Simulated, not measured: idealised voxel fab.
Herein follows the process module entitled voxel transistor to metal.
For reference, the cross-section in this document is cut, with width 290 nm and square cells of 5 nm.
Think of the cross-section as a grid of square cells. We describe it in bands, top to bottom, and each band covers one or more rows of those cells. Per band: top height and bottom height in nm, followed by the left-to-right materials and their widths in nm; "throughout" marks a single material spanning edge to edge, "air" marks empty space. Below 0: as-received wafer, all one material; heights counted from there. Lowest band: no bottom, goes on down, written "0 -> down". Think of "30..40" as a width that walks from the first number to the second as you go down the band, top row to bottom row, taking equal-sized steps from row to row. Where the words "all unchanged" appear for a step, the cross-section shows no cell changed by that step; every cell remained as before. Empty spaces without an open route to the top, at least 8 cells in extent, make up the entry "Unvented cavities"; each is given as width x height at distance, where the distance is measured from the left edge, and all are in nm. Formally, on a step line, whatever follows the settings is a remark that the simulator itself makes on the step. overlay nm, on a step with a mask: how far to the right of its planned place the mask lay; to the left if negative. Pairs, read this way: before one process step on the one hand, after it on the other, the after cross-section ending at the lowest band that changed; the step between, settings included, beneath. Same starting wafer throughout, but possibly different runs of this module, so no pair continues from the pair above unless its entry headed "Before processing" says so.

Before processing:
    20 -> 15  air=40; HfO2=15; air=35; HfO2=15; air=80; HfO2=15; air=35; HfO2=15; air=40
    15 -> 10  HfO2=45; SiN=5; HfO2=5; air=35; HfO2=5; SiN=5; HfO2=90; SiN=5; HfO2=5; air=35; HfO2=5; SiN=5; HfO2=45
    10 -> -5  SiO2=45; SiN=5; HfO2=5; air=35; HfO2=5; SiN=5; SiO2=90; SiN=5; HfO2=5; air=35; HfO2=5; SiN=5; SiO2=45
    -5 -> -10  SiO2=50; HfO2=45; SiO2=100; HfO2=45; SiO2=50
    -10 -> -40  SiO2=15; Si=115; SiO2=30; Si=115; SiO2=15
    -40 -> down  Si throughout
    Unvented cavities: none

Resulting Cross-Section:
    25 -> 20  air=35; TiN=25; air=25; TiN=25; air=70; TiN=25; air=25; TiN=25; air=35
    20 -> 15  TiN=40; HfO2=15; TiN=5; air=25; TiN=5; HfO2=15; TiN=80; HfO2=15; TiN=5; air=25; TiN=5; HfO2=15; TiN=40
    15 -> 10  HfO2=45; SiN=5; HfO2=5; TiN=5; air=25; TiN=5; HfO2=5; SiN=5; HfO2=90; SiN=5; HfO2=5; TiN=5; air=25; TiN=5; HfO2=5; SiN=5; HfO2=45
    10 -> 0  SiO2=45; SiN=5; HfO2=5; TiN=5; air=25; TiN=5; HfO2=5; SiN=5; SiO2=90; SiN=5; HfO2=5; TiN=5; air=25; TiN=5; HfO2=5; SiN=5; SiO2=45
    0 -> -5  SiO2=45; SiN=5; HfO2=5; TiN=35; HfO2=5; SiN=5; SiO2=90; SiN=5; HfO2=5; TiN=35; HfO2=5; SiN=5; SiO2=45
    Below a height of -5, the structure has not been altered.
    Unvented cavities: none
The structure shown above changes from one cross-section to the other through CONFORMAL_DEP,material TiN,thk nm 5

Before processing: The cross-section prior to this step is the one presented after the step of the pair immediately above.

Resulting Cross-Section:
    30 -> 25  W throughout
    25 -> 20  W=35; TiN=25; W=25; TiN=25; W=70; TiN=25; W=25; TiN=25; W=35
    20 -> 15  TiN=40; HfO2=15; TiN=5; W=25; TiN=5; HfO2=15; TiN=80; HfO2=15; TiN=5; W=25; TiN=5; HfO2=15; TiN=40
    15 -> 10  HfO2=45; SiN=5; HfO2=5; TiN=5; W=25; TiN=5; HfO2=5; SiN=5; HfO2=90; SiN=5; HfO2=5; TiN=5; W=25; TiN=5; HfO2=5; SiN=5; HfO2=45
    10 -> 0  SiO2=45; SiN=5; HfO2=5; TiN=5; W=25; TiN=5; HfO2=5; SiN=5; SiO2=90; SiN=5; HfO2=5; TiN=5; W=25; TiN=5; HfO2=5; SiN=5; SiO2=45
    Below a height of 0, the structure has not been altered.
    Unvented cavities: none
The structure shown above changes from one cross-section to the other through FILL_DEP,material W,thk nm 5

Before processing: The cross-section prior to this step is the one presented after the step of the pair immediately above.

Resulting Cross-Section:
    10 -> 0  SiO2=45; SiN=5; HfO2=5; TiN=5; W=25; TiN=5; HfO2=5; SiN=5; SiO2=90; SiN=5; HfO2=5; TiN=5; W=25; TiN=5; HfO2=5; SiN=5; SiO2=45
    Below a height of 0, the structure has not been altered.
    Unvented cavities: none
The structure shown above changes from one cross-section to the other through CMP,height nm 10

Before processing: The cross-section prior to this step is the one presented after the step of the pair immediately above.

Resulting Cross-Section:
    20 -> 10  SiO2 throughout
    Below a height of 10, the structure has not been altered.
    Unvented cavities: none
The structure shown above changes from one cross-section to the other through DIRECTIONAL_DEP,material SiO2,thk nm 10

Before processing: The cross-section prior to this step is the one presented after the step of the pair immediately above.

Resulting Cross-Section:
    40 -> 20  resist=20; air=20; resist=65; air=20; resist=40; air=20; resist=65; air=20; resist=20
    Below a height of 20, the structure has not been altered.
    Unvented cavities: none
The structure shown above changes from one cross-section to the other through PATTERN,tone open,mask id CONTACT,material resist,width nm 20,thk nm 20,overlay nm 0

Before processing: The cross-section prior to this step is the one presented after the step of the pair immediately above.

Resulting Cross-Section:
    40 -> 20  resist=20; air=20; resist=65; air=20; resist=40; air=20; resist=65; air=20; resist=20
    20 -> 10  SiO2=20; air=20; SiO2=65; air=20; SiO2=40; air=20; SiO2=65; air=20; SiO2=20
    10 -> 0  SiO2=20; air=20; SiO2=5; SiN=5; HfO2=5; TiN=5; W=25; TiN=5; HfO2=5; SiN=5; SiO2=5; air=20; SiO2=40; air=20; SiO2=5; SiN=5; HfO2=5; TiN=5; W=25; TiN=5; HfO2=5; SiN=5; SiO2=5; air=20; SiO2=20
    0 -> -5  SiO2=20; air=20; SiO2=5; SiN=5; HfO2=5; TiN=35; HfO2=5; SiN=5; SiO2=5; air=20; SiO2=40; air=20; SiO2=5; SiN=5; HfO2=5; TiN=35; HfO2=5; SiN=5; SiO2=5; air=20; SiO2=20
    -5 -> -10  SiO2=20; air=20; SiO2=10; HfO2=45; SiO2=10; air=20; SiO2=40; air=20; SiO2=10; HfO2=45; SiO2=10; air=20; SiO2=20
    Below a height of -10, the structure has not been altered.
    Unvented cavities: none
The structure shown above changes from one cross-section to the other through DIRECTIONAL_ETCH,etch materials SiO2,depth nm 30

Before processing: The cross-section prior to this step is the one presented after the step of the pair immediately above.

Resulting Cross-Section:
    20 -> 10  SiO2=20; air=20; SiO2=65; air=20; SiO2=40; air=20; SiO2=65; air=20; SiO2=20
    Below a height of 10, the structure has not been altered.
    Unvented cavities: none
The structure shown above changes from one cross-section to the other through STRIP,etch materials resist

Before processing: The cross-section prior to this step is the one presented after the step of the pair immediately above.

Resulting Cross-Section:
    25 -> 20  TiN=25; air=10; TiN=75; air=10; TiN=50; air=10; TiN=75; air=10; TiN=25
    20 -> 10  SiO2=20; TiN=5; air=10; TiN=5; SiO2=65; TiN=5; air=10; TiN=5; SiO2=40; TiN=5; air=10; TiN=5; SiO2=65; TiN=5; air=10; TiN=5; SiO2=20
    10 -> 0  SiO2=20; TiN=5; air=10; TiN=5; SiO2=5; SiN=5; HfO2=5; TiN=5; W=25; TiN=5; HfO2=5; SiN=5; SiO2=5; TiN=5; air=10; TiN=5; SiO2=40; TiN=5; air=10; TiN=5; SiO2=5; SiN=5; HfO2=5; TiN=5; W=25; TiN=5; HfO2=5; SiN=5; SiO2=5; TiN=5; air=10; TiN=5; SiO2=20
    0 -> -5  SiO2=20; TiN=5; air=10; TiN=5; SiO2=5; SiN=5; HfO2=5; TiN=35; HfO2=5; SiN=5; SiO2=5; TiN=5; air=10; TiN=5; SiO2=40; TiN=5; air=10; TiN=5; SiO2=5; SiN=5; HfO2=5; TiN=35; HfO2=5; SiN=5; SiO2=5; TiN=5; air=10; TiN=5; SiO2=20
    -5 -> -10  SiO2=20; TiN=20; SiO2=10; HfO2=45; SiO2=10; TiN=20; SiO2=40; TiN=20; SiO2=10; HfO2=45; SiO2=10; TiN=20; SiO2=20
    Below a height of -10, the structure has not been altered.
    Unvented cavities: none
The structure shown above changes from one cross-section to the other through CONFORMAL_DEP,material TiN,thk nm 5

Before processing: The cross-section prior to this step is the one presented after the step of the pair immediately above.

Resulting Cross-Section:
    35 -> 25  Ru throughout
    25 -> 20  TiN=25; Ru=10; TiN=75; Ru=10; TiN=50; Ru=10; TiN=75; Ru=10; TiN=25
    20 -> 10  SiO2=20; TiN=5; Ru=10; TiN=5; SiO2=65; TiN=5; Ru=10; TiN=5; SiO2=40; TiN=5; Ru=10; TiN=5; SiO2=65; TiN=5; Ru=10; TiN=5; SiO2=20
    10 -> 0  SiO2=20; TiN=5; Ru=10; TiN=5; SiO2=5; SiN=5; HfO2=5; TiN=5; W=25; TiN=5; HfO2=5; SiN=5; SiO2=5; TiN=5; Ru=10; TiN=5; SiO2=40; TiN=5; Ru=10; TiN=5; SiO2=5; SiN=5; HfO2=5; TiN=5; W=25; TiN=5; HfO2=5; SiN=5; SiO2=5; TiN=5; Ru=10; TiN=5; SiO2=20
    0 -> -5  SiO2=20; TiN=5; Ru=10; TiN=5; SiO2=5; SiN=5; HfO2=5; TiN=35; HfO2=5; SiN=5; SiO2=5; TiN=5; Ru=10; TiN=5; SiO2=40; TiN=5; Ru=10; TiN=5; SiO2=5; SiN=5; HfO2=5; TiN=35; HfO2=5; SiN=5; SiO2=5; TiN=5; Ru=10; TiN=5; SiO2=20
    Below a height of -5, the structure has not been altered.
    Unvented cavities: none
The structure shown above changes from one cross-section to the other through FILL_DEP,material Ru,thk nm 10

Before processing: The cross-section prior to this step is the one presented after the step of the pair immediately above.

Resulting Cross-Section:
    20 -> 10  SiO2=20; TiN=5; Ru=10; TiN=5; SiO2=65; TiN=5; Ru=10; TiN=5; SiO2=40; TiN=5; Ru=10; TiN=5; SiO2=65; TiN=5; Ru=10; TiN=5; SiO2=20
    Below a height of 10, the structure has not been altered.
    Unvented cavities: none
The structure shown above changes from one cross-section to the other through CMP,height nm 20

Before processing: The cross-section prior to this step is the one presented after the step of the pair immediately above.

Resulting Cross-Section:
    25 -> 20  TiN throughout
    Below a height of 20, the structure has not been altered.
    Unvented cavities: none
The structure shown above changes from one cross-section to the other through DIRECTIONAL_DEP,material TiN,thk nm 5

Before processing: The cross-section prior to this step is the one presented after the step of the pair immediately above.

Resulting Cross-Section:
    50 -> 25  W throughout
    Below a height of 25, the structure has not been altered.
    Unvented cavities: none
The structure shown above changes from one cross-section to the other through DIRECTIONAL_DEP,material W,thk nm 25

Before processing: The cross-section prior to this step is the one presented after the step of the pair immediately above.

Resulting Cross-Section:
    65 -> 50  air=20; resist=20; air=65; resist=20; air=40; resist=20; air=65; resist=20; air=20
    Below a height of 50, the structure has not been altered.
    Unvented cavities: none
The structure shown above changes from one cross-section to the other through PATTERN,tone cover,mask id METAL_1,material resist,width nm 20,thk nm 15,overlay nm 0

Before processing: The cross-section prior to this step is the one presented after the step of the pair immediately above.

Resulting Cross-Section:
    65 -> 50  air=20; resist=20; air=65; resist=20; air=40; resist=20; air=65; resist=20; air=20
    50 -> 25  air=20; W=20; air=65; W=20; air=40; W=20; air=65; W=20; air=20
    Below a height of 25, the structure has not been altered.
    Unvented cavities: none
The structure shown above changes from one cross-section to the other through DIRECTIONAL_ETCH,etch materials W,depth nm 25

Before processing: The cross-section prior to this step is the one presented after the step of the pair immediately above.

Resulting Cross-Section:
    65 -> 50  air=20; resist=20; air=65; resist=20; air=40; resist=20; air=65; resist=20; air=20
    50 -> 25  air=20; W=20; air=65; W=20; air=40; W=20; air=65; W=20; air=20
    25 -> 20  air=20; TiN=20; air=65; TiN=20; air=40; TiN=20; air=65; TiN=20; air=20
    Below a height of 20, the structure has not been altered.
    Unvented cavities: none
The structure shown above changes from one cross-section to the other through DIRECTIONAL_ETCH,etch materials TiN,depth nm 5

Before processing: The cross-section prior to this step is the one presented after the step of the pair immediately above.

Resulting Cross-Section:
    50 -> 25  air=20; W=20; air=65; W=20; air=40; W=20; air=65; W=20; air=20
    Below a height of 25, the structure has not been altered.
    Unvented cavities: none
The structure shown above changes from one cross-section to the other through STRIP,etch materials resist

Before processing: The cross-section prior to this step is the one presented after the step of the pair immediately above.

Resulting Cross-Section:
    60 -> 50  lowk throughout
    50 -> 25  lowk=20; W=20; lowk=65; W=20; lowk=40; W=20; lowk=65; W=20; lowk=20
    25 -> 20  lowk=20; TiN=20; lowk=65; TiN=20; lowk=40; TiN=20; lowk=65; TiN=20; lowk=20
    Below a height of 20, the structure has not been altered.
    Unvented cavities: none
The structure shown above changes from one cross-section to the other through FILL_DEP,material lowk,thk nm 10

Before processing: The cross-section prior to this step is the one presented after the step of the pair immediately above.

Resulting Cross-Section:
    50 -> 25  lowk=20; W=20; lowk=65; W=20; lowk=40; W=20; lowk=65; W=20; lowk=20
    Below a height of 25, the structure has not been altered.
    Unvented cavities: none
The structure shown above changes from one cross-section to the other through CMP,height nm 50

Before processing: The cross-section prior to this step is the one presented after the step of the pair immediately above.

Resulting Cross-Section:
    55 -> 50  SiCN throughout
    Below a height of 50, the structure has not been altered.
    Unvented cavities: none
The structure shown above changes from one cross-section to the other through CONFORMAL_DEP,material SiCN,thk nm 5

Before processing: The cross-section prior to this step is the one presented after the step of the pair immediately above.

Resulting Cross-Section:
    85 -> 55  SiO2 throughout
    Below a height of 55, the structure has not been altered.
    Unvented cavities: none
The structure shown above changes from one cross-section to the other through DIRECTIONAL_DEP,material SiO2,thk nm 30

Before processing: The cross-section prior to this step is the one presented after the step of the pair immediately above.

Resulting Cross-Section:
    85 -> 70  SiO2=20; air=20; SiO2=125; air=20; SiO2=105
    Below a height of 70, the structure has not been altered.
    Unvented cavities: none
The structure shown above changes from one cross-section to the other through MASKED_ETCH,tone open,mask id METAL_2,width nm 20,pitch nm 145,etch materials SiO2,depth nm 15,overlay nm 0

Before processing: The cross-section prior to this step is the one presented after the step of the pair immediately above.

Resulting Cross-Section:
    85 -> 70  SiO2=20; air=20; SiO2=125; air=20; SiO2=105
    70 -> 55  SiO2=20; air=15; SiO2=130; air=15; SiO2=110
    Below a height of 55, the structure has not been altered.
    Unvented cavities: none
The structure shown above changes from one cross-section to the other through MASKED_ETCH,tone open,mask id METAL_2_HOLES,width nm 15,pitch nm 145,etch materials SiO2,depth nm 15,overlay nm 0

Before processing: The cross-section prior to this step is the one presented after the step of the pair immediately above.

Resulting Cross-Section:
    85 -> 70  SiO2=20; air=20; SiO2=125; air=20; SiO2=105
    70 -> 55  SiO2=20; air=15; SiO2=130; air=15; SiO2=110
    55 -> 50  SiCN=20; air=15; SiCN=130; air=15; SiCN=110
    Below a height of 50, the structure has not been altered.
    Unvented cavities: none
The structure shown above changes from one cross-section to the other through MASKED_ETCH,tone open,mask id METAL_2_HOLES,width nm 15,pitch nm 145,etch materials SiCN,depth nm 5,overlay nm 0

Before processing: The cross-section prior to this step is the one presented after the step of the pair immediately above.

Resulting Cross-Section:
    90 -> 85  TiN=25; air=10; TiN=135; air=10; TiN=110
    85 -> 75  SiO2=20; TiN=5; air=10; TiN=5; SiO2=125; TiN=5; air=10; TiN=5; SiO2=105
    75 -> 70  SiO2=20; TiN=5; air=5; TiN=10; SiO2=125; TiN=5; air=5; TiN=10; SiO2=105
    70 -> 55  SiO2=20; TiN=5; air=5; TiN=5; SiO2=130; TiN=5; air=5; TiN=5; SiO2=110
    55 -> 50  SiCN=20; TiN=15; SiCN=130; TiN=15; SiCN=110
    Below a height of 50, the structure has not been altered.
    Unvented cavities: none
The structure shown above changes from one cross-section to the other through CONFORMAL_DEP,material TiN,thk nm 5

Before processing: The cross-section prior to this step is the one presented after the step of the pair immediately above.

Resulting Cross-Section:
    100 -> 90  Cu throughout
    90 -> 85  TiN=25; Cu=10; TiN=135; Cu=10; TiN=110
    85 -> 75  SiO2=20; TiN=5; Cu=10; TiN=5; SiO2=125; TiN=5; Cu=10; TiN=5; SiO2=105
    75 -> 70  SiO2=20; TiN=5; Cu=5; TiN=10; SiO2=125; TiN=5; Cu=5; TiN=10; SiO2=105
    70 -> 55  SiO2=20; TiN=5; Cu=5; TiN=5; SiO2=130; TiN=5; Cu=5; TiN=5; SiO2=110
    Below a height of 55, the structure has not been altered.
    Unvented cavities: none
The structure shown above changes from one cross-section to the other through FILL_DEP,material Cu,thk nm 10

Before processing: The cross-section prior to this step is the one presented after the step of the pair immediately above.

Resulting Cross-Section:
    85 -> 75  SiO2=20; TiN=5; Cu=10; TiN=5; SiO2=125; TiN=5; Cu=10; TiN=5; SiO2=105
    Below a height of 75, the structure has not been altered.
    Unvented cavities: none
The structure shown above changes from one cross-section to the other through CMP,height nm 85

Before processing: The cross-section prior to this step is the one presented after the step of the pair immediately above.

Resulting Cross-Section:
    90 -> 85  SiN throughout
    Below a height of 85, the structure has not been altered.
    Unvented cavities: none
The structure shown above changes from one cross-section to the other through CONFORMAL_DEP,material SiN,thk nm 5

Before processing:
    45 -> 40  aC=10; air=125; aC=20; air=125; aC=10
    40 -> 30  aC throughout
    30 -> 25  SiCN=10; aC=125; SiCN=20; aC=125; SiCN=10
    25 -> 20  SiCN throughout
    20 -> 15  polySi=10; SiCN=125; polySi=20; SiCN=125; polySi=10
    15 -> 0  polySi throughout
    0 -> -5  SiO2=10; polySi=125; SiO2=20; polySi=125; SiO2=10
    -5 -> -10  SiO2 throughout
    -10 -> -40  SiO2=15; Si=115; SiO2=30; Si=115; SiO2=15
    -40 -> down  Si throughout
    Unvented cavities: none

Resulting Cross-Section:
    75 -> 45  resist=55; air=35; resist=110; air=35; resist=55
    45 -> 40  aC=10; resist=45; air=35; resist=45; aC=20; resist=45; air=35; resist=45; aC=10
    Below a height of 40, the structure has not been altered.
    Unvented cavities: none
The structure shown above changes from one cross-section to the other through PATTERN,tone open,mask id GATE,material resist,width nm 35,pitch nm 145,thk nm 30,overlay nm 0

Before processing: The cross-section prior to this step is the one presented after the step of the pair immediately above.

Resulting Cross-Section:
    60 -> 45  resist=55; air=35; resist=110; air=35; resist=55
    45 -> 40  aC=10; resist=45; air=35; resist=45; aC=20; resist=45; air=35; resist=45; aC=10
    40 -> 30  aC=55; air=35; aC=110; air=35; aC=55
    30 -> 25  SiCN=10; aC=45; air=35; aC=45; SiCN=20; aC=45; air=35; aC=45; SiCN=10
    Below a height of 25, the structure has not been altered.
    Unvented cavities: none
The structure shown above changes from one cross-section to the other through DIRECTIONAL_ETCH,etch materials aC,depth nm 15

Before processing: The cross-section prior to this step is the one presented after the step of the pair immediately above.

Resulting Cross-Section:
    45 -> 40  aC=10; air=125; aC=20; air=125; aC=10
    Below a height of 40, the structure has not been altered.
    Unvented cavities: none
The structure shown above changes from one cross-section to the other through STRIP,etch materials resist

Before processing: The cross-section prior to this step is the one presented after the step of the pair immediately above.

Resulting Cross-Section:
    45 -> 40  aC=10; air=125; aC=20; air=125; aC=10
    40 -> 30  aC=55; air=35; aC=110; air=35; aC=55
    30 -> 25  SiCN=10; aC=45; air=35; aC=45; SiCN=20; aC=45; air=35; aC=45; SiCN=10
    25 -> 20  SiCN=55; air=35; SiCN=110; air=35; SiCN=55
    20 -> 15  polySi=10; SiCN=45; air=35; SiCN=45; polySi=20; SiCN=45; air=35; SiCN=45; polySi=10
    Below a height of 15, the structure has not been altered.
    Unvented cavities: none
The structure shown above changes from one cross-section to the other through DIRECTIONAL_ETCH,etch materials SiCN,depth nm 20

Before processing: The cross-section prior to this step is the one presented after the step of the pair immediately above.

Resulting Cross-Section:
    45 -> 40  aC=10; air=125; aC=20; air=125; aC=10
    40 -> 30  aC=55; air=35; aC=110; air=35; aC=55
    30 -> 25  SiCN=10; aC=45; air=35; aC=45; SiCN=20; aC=45; air=35; aC=45; SiCN=10
    25 -> 20  SiCN=55; air=35; SiCN=110; air=35; SiCN=55
    20 -> 15  polySi=10; SiCN=45; air=35; SiCN=45; polySi=20; SiCN=45; air=35; SiCN=45; polySi=10
    15 -> 0  polySi=55; air=35; polySi=110; air=35; polySi=55
    0 -> -5  SiO2=10; polySi=45; air=35; polySi=45; SiO2=20; polySi=45; air=35; polySi=45; SiO2=10
    Below a height of -5, the structure has not been altered.
    Unvented cavities: none
The structure shown above changes from one cross-section to the other through DIRECTIONAL_ETCH,etch materials polySi,depth nm 30

Before processing: The cross-section prior to this step is the one presented after the step of the pair immediately above.

Resulting Cross-Section:
    30 -> 20  SiCN=10..55; air=125..35; SiCN=20..110; air=125..35; SiCN=10..55
    Below a height of 20, the structure has not been altered.
    Unvented cavities: none
The structure shown above changes from one cross-section to the other through STRIP,etch materials aC

Before processing: The cross-section prior to this step is the one presented after the step of the pair immediately above.

Resulting Cross-Section:
    35 -> 30  SiO2=15; air=115; SiO2=30; air=115; SiO2=15
    30 -> 20  SiCN=10..55; SiO2=50..5; air=25; SiO2=50..5; SiCN=20..110; SiO2=50..5; air=25; SiO2=50..5; SiCN=10..55
    20 -> 15  polySi=10; SiCN=45; SiO2=5; air=25; SiO2=5; SiCN=45; polySi=20; SiCN=45; SiO2=5; air=25; SiO2=5; SiCN=45; polySi=10
    15 -> 0  polySi=55; SiO2=5; air=25; SiO2=5; polySi=110; SiO2=5; air=25; SiO2=5; polySi=55
    0 -> -5  SiO2=10; polySi=45; SiO2=35; polySi=45; SiO2=20; polySi=45; SiO2=35; polySi=45; SiO2=10
    Below a height of -5, the structure has not been altered.
    Unvented cavities: none
The structure shown above changes from one cross-section to the other through CONFORMAL_DEP,material SiO2,thk nm 5

Before processing: The cross-section prior to this step is the one presented after the step of the pair immediately above.

Resulting Cross-Section:
    30 -> 20  SiCN=10..55; SiO2=5; air=115..25; SiO2=5; SiCN=20..110; SiO2=5; air=115..25; SiO2=5; SiCN=10..55
    20 -> 15  polySi=10; SiCN=45; SiO2=5; air=25; SiO2=5; SiCN=45; polySi=20; SiCN=45; SiO2=5; air=25; SiO2=5; SiCN=45; polySi=10
    15 -> 0  polySi=55; SiO2=5; air=25; SiO2=5; polySi=110; SiO2=5; air=25; SiO2=5; polySi=55
    0 -> -5  SiO2=10; polySi=45; SiO2=5; air=25; SiO2=5; polySi=45; SiO2=20; polySi=45; SiO2=5; air=25; SiO2=5; polySi=45; SiO2=10
    Below a height of -5, the structure has not been altered.
    Unvented cavities: none
The structure shown above changes from one cross-section to the other through DIRECTIONAL_ETCH,etch materials SiO2,depth nm 5

Before processing: The cross-section prior to this step is the one presented after the step of the pair immediately above.

Resulting Cross-Section:
    35 -> 30  SiN=20; air=105; SiN=40; air=105; SiN=20
    30 -> 20  SiCN=10..55; SiO2=5; SiN=50..5; air=15; SiN=50..5; SiO2=5; SiCN=20..110; SiO2=5; SiN=50..5; air=15; SiN=50..5; SiO2=5; SiCN=10..55
    20 -> 15  polySi=10; SiCN=45; SiO2=5; SiN=5; air=15; SiN=5; SiO2=5; SiCN=45; polySi=20; SiCN=45; SiO2=5; SiN=5; air=15; SiN=5; SiO2=5; SiCN=45; polySi=10
    15 -> 0  polySi=55; SiO2=5; SiN=5; air=15; SiN=5; SiO2=5; polySi=110; SiO2=5; SiN=5; air=15; SiN=5; SiO2=5; polySi=55
    0 -> -5  SiO2=10; polySi=45; SiO2=5; SiN=25; SiO2=5; polySi=45; SiO2=20; polySi=45; SiO2=5; SiN=25; SiO2=5; polySi=45; SiO2=10
    Below a height of -5, the structure has not been altered.
    Unvented cavities: none
The structure shown above changes from one cross-section to the other through CONFORMAL_DEP,material SiN,thk nm 5

Before processing: The cross-section prior to this step is the one presented after the step of the pair immediately above.

Resulting Cross-Section:
    30 -> 20  SiCN=10..55; SiO2=5; SiN=5; air=105..15; SiN=5; SiO2=5; SiCN=20..110; SiO2=5; SiN=5; air=105..15; SiN=5; SiO2=5; SiCN=10..55
    20 -> 15  polySi=10; SiCN=45; SiO2=5; SiN=5; air=15; SiN=5; SiO2=5; SiCN=45; polySi=20; SiCN=45; SiO2=5; SiN=5; air=15; SiN=5; SiO2=5; SiCN=45; polySi=10
    15 -> 0  polySi=55; SiO2=5; SiN=5; air=15; SiN=5; SiO2=5; polySi=110; SiO2=5; SiN=5; air=15; SiN=5; SiO2=5; polySi=55
    0 -> -5  SiO2=10; polySi=45; SiO2=5; SiN=5; air=15; SiN=5; SiO2=5; polySi=45; SiO2=20; polySi=45; SiO2=5; SiN=5; air=15; SiN=5; SiO2=5; polySi=45; SiO2=10
    Below a height of -5, the structure has not been altered.
    Unvented cavities: none
The structure shown above changes from one cross-section to the other through DIRECTIONAL_ETCH,etch materials SiN,depth nm 5

Before processing: The cross-section prior to this step is the one presented after the step of the pair immediately above.

Resulting Cross-Section:
    30 -> 20  SiCN=10..55; air=5; SiN=5; air=105..15; SiN=5; air=5; SiCN=20..110; air=5; SiN=5; air=105..15; SiN=5; air=5; SiCN=10..55
    20 -> 15  polySi=10; SiCN=45; SiO2=5; SiN=5; air=15; SiN=5; SiO2=5; SiCN=45; polySi=20; SiCN=45; SiO2=5; SiN=5; air=15; SiN=5; SiO2=5; SiCN=45; polySi=10
    15 -> 0  polySi=55; SiO2=5; SiN=5; air=15; SiN=5; SiO2=5; polySi=110; SiO2=5; SiN=5; air=15; SiN=5; SiO2=5; polySi=55
    0 -> -5  SiO2=10; polySi=45; SiO2=5; SiN=5; air=15; SiN=5; SiO2=5; polySi=45; SiO2=20; polySi=45; SiO2=5; SiN=5; air=15; SiN=5; SiO2=5; polySi=45; SiO2=10
    -5 -> -10  SiO2=65; air=15; SiO2=130; air=15; SiO2=65
    Below a height of -10, the structure has not been altered.
    Unvented cavities: none
The structure shown above changes from one cross-section to the other through DIRECTIONAL_ETCH,etch materials SiO2,depth nm 5

Before processing: The cross-section prior to this step is the one presented after the step of the pair immediately above.

Resulting Cross-Section:
    30 -> 20  SiCN=10..55; air=5; SiN=5; air=105..15; SiN=5; air=5; SiCN=20..110; air=5; SiN=5; air=105..15; SiN=5; air=5; SiCN=10..55
    20 -> 15  polySi=10; SiCN=45; SiO2=5; SiN=5; air=15; SiN=5; SiO2=5; SiCN=45; polySi=20; SiCN=45; SiO2=5; SiN=5; air=15; SiN=5; SiO2=5; SiCN=45; polySi=10
    15 -> 0  polySi=55; SiO2=5; SiN=5; air=15; SiN=5; SiO2=5; polySi=110; SiO2=5; SiN=5; air=15; SiN=5; SiO2=5; polySi=55
    0 -> -5  SiO2=10; polySi=45; SiO2=5; SiN=5; air=15; SiN=5; SiO2=5; polySi=45; SiO2=20; polySi=45; SiO2=5; SiN=5; air=15; SiN=5; SiO2=5; polySi=45; SiO2=10
    -5 -> -10  SiO2=65; air=15; SiO2=130; air=15; SiO2=65
    -10 -> -20  SiO2=15; Si=50; air=15; Si=50; SiO2=30; Si=50; air=15; Si=50; SiO2=15
    Below a height of -20, the structure has not been altered.
    Unvented cavities: none
The structure shown above changes from one cross-section to the other through DIRECTIONAL_ETCH,etch materials Si,depth nm 10

Before processing: The cross-section prior to this step is the one presented after the step of the pair immediately above.

Resulting Cross-Section:
    30 -> 20  SiCN=10..55; air=5; SiN=5; air=105..15; SiN=5; air=5; SiCN=20..110; air=5; SiN=5; air=105..15; SiN=5; air=5; SiCN=10..55
    20 -> 15  polySi=10; SiCN=45; SiO2=5; SiN=5; air=15; SiN=5; SiO2=5; SiCN=45; polySi=20; SiCN=45; SiO2=5; SiN=5; air=15; SiN=5; SiO2=5; SiCN=45; polySi=10
    15 -> 0  polySi=55; SiO2=5; SiN=5; air=15; SiN=5; SiO2=5; polySi=110; SiO2=5; SiN=5; air=15; SiN=5; SiO2=5; polySi=55
    0 -> -5  SiO2=10; polySi=45; SiO2=5; SiN=5; SiGe=15; SiN=5; SiO2=5; polySi=45; SiO2=20; polySi=45; SiO2=5; SiN=5; SiGe=15; SiN=5; SiO2=5; polySi=45; SiO2=10
    -5 -> -10  SiO2=65; SiGe=15; SiO2=130; SiGe=15; SiO2=65
    -10 -> -20  SiO2=15; Si=50; SiGe=15; Si=50; SiO2=30; Si=50; SiGe=15; Si=50; SiO2=15
    Below a height of -20, the structure has not been altered.
    Unvented cavities: none
The structure shown above changes from one cross-section to the other through EPI,material SiGe,thk nm 10

Before processing: The cross-section prior to this step is the one presented after the step of the pair immediately above.

Resulting Cross-Section:
    40 -> 30  SiO2 throughout
    30 -> 20  SiCN=10..55; SiO2=5; SiN=5; SiO2=105..15; SiN=5; SiO2=5; SiCN=20..110; SiO2=5; SiN=5; SiO2=105..15; SiN=5; SiO2=5; SiCN=10..55
    20 -> 15  polySi=10; SiCN=45; SiO2=5; SiN=5; SiO2=15; SiN=5; SiO2=5; SiCN=45; polySi=20; SiCN=45; SiO2=5; SiN=5; SiO2=15; SiN=5; SiO2=5; SiCN=45; polySi=10
    15 -> 0  polySi=55; SiO2=5; SiN=5; SiO2=15; SiN=5; SiO2=5; polySi=110; SiO2=5; SiN=5; SiO2=15; SiN=5; SiO2=5; polySi=55
    Below a height of 0, the structure has not been altered.
    Unvented cavities: none
The structure shown above changes from one cross-section to the other through FILL_DEP,material SiO2,thk nm 10

Before processing: The cross-section prior to this step is the one presented after the step of the pair immediately above.

Resulting Cross-Section:
    15 -> 0  polySi=55; SiO2=5; SiN=5; SiO2=15; SiN=5; SiO2=5; polySi=110; SiO2=5; SiN=5; SiO2=15; SiN=5; SiO2=5; polySi=55
    Below a height of 0, the structure has not been altered.
    Unvented cavities: none
The structure shown above changes from one cross-section to the other through CMP,height nm 15

Before processing: The cross-section prior to this step is the one presented after the step of the pair immediately above.

Resulting Cross-Section:
    15 -> 0  air=55; SiO2=5; SiN=5; SiO2=15; SiN=5; SiO2=5; air=110; SiO2=5; SiN=5; SiO2=15; SiN=5; SiO2=5; air=55
    0 -> -5  SiO2=10; air=45; SiO2=5; SiN=5; SiGe=15; SiN=5; SiO2=5; air=45; SiO2=20; air=45; SiO2=5; SiN=5; SiGe=15; SiN=5; SiO2=5; air=45; SiO2=10
    Below a height of -5, the structure has not been altered.
    Unvented cavities: none
The structure shown above changes from one cross-section to the other through STRIP,etch materials polySi
